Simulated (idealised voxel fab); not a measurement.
process module | voxel local oxidation
cross-section cut | 210 nm wide | cells 5 nm
A cross-section is a grid of square cells, given in bands from the top down. A band is one or more rows of cells.
Each band's line starts with the height of the band's top and of its bottom, in nm. Then come its materials from left to right, each with its width in nm. One material with "throughout" fills the band from edge to edge. "air" is empty space.
Height 0 is the level under which the wafer as received is all one material. The lowest band goes on downwards, as in "0 down".
A width such as "30 to 40" changes by the same amount from each row of cells to the next, from the band's top row to its bottom row.
"no change" after a step means that no cell of the cross-section changed.
closed voids: empty space of 8 cells or more with no open way to the top, each as width x height at its distance from the left edge, in nm
after a step's settings: what the simulator itself notes on the step
overlay nm, on a step with a mask: how far to the right of its planned place the mask lay; to the left if negative
plan
1 op RECEIVE | material Si
2 op OXIDIZE | depth nm 5
3 op CONFORMAL_DEP | material SiN | thk nm 15
4 op MASKED_ETCH | tone cover | mask id ACTIVE | width nm 95 | etch materials SiN | depth nm 15 | overlay nm 0
5 op SELECTIVE_ETCH | etch materials SiO2 | depth nm 5
6 op OXIDIZE | depth nm 15
7 op STRIP | etch materials SiN
first wafer, as planned
as received, after step 1
  0 down: Si throughout
  closed voids: none
after step 2
  0 to -5: SiO2 throughout
  below -5: unchanged
after step 3
  15 to 0: SiN throughout
  below 0: unchanged
after step 4
  15 to 0: air 55 | SiN 95 | air 60
  below 0: unchanged
after step 5
  15 to 0: air 55 | SiN 95 | air 60
  0 to -5: air 60 | SiO2 85 | air 65
  below -5: unchanged
after step 6
  15 to 0: air 55 | SiN 95 | air 60
  0 to -5: air 60 | SiO2 85 | air 65
  -5 to -20: SiO2 75 | Si 55 | SiO2 80
  below -20: unchanged
after step 7
  0 to -5: air 60 | SiO2 85 | air 65
  below -5: unchanged
second wafer: like start, like plan, one mistake. Through step 1 it matches the first wafer
when step 2 should have ended
  0 to -15: SiO2 throughout
  below -15: unchanged
when step 3 should have ended
  15 to 0: SiN throughout
  below 0: unchanged
when step 4 should have ended
  15 to 0: air 55 | SiN 95 | air 60
  below 0: unchanged
when step 5 should have ended
  15 to 0: air 55 | SiN 95 | air 60
  0 to -5: air 60 | SiO2 85 | air 65
  below -5: unchanged
when step 6 should have ended: no change
when step 7 should have ended
  0 to -5: air 60 | SiO2 85 | air 65
  below -5: unchanged
what went wrong: step 2 ran as: op OXIDIZE | depth nm 15
at the end the second wafer has, in cells: 9 more of Si | 9 fewer of SiO2
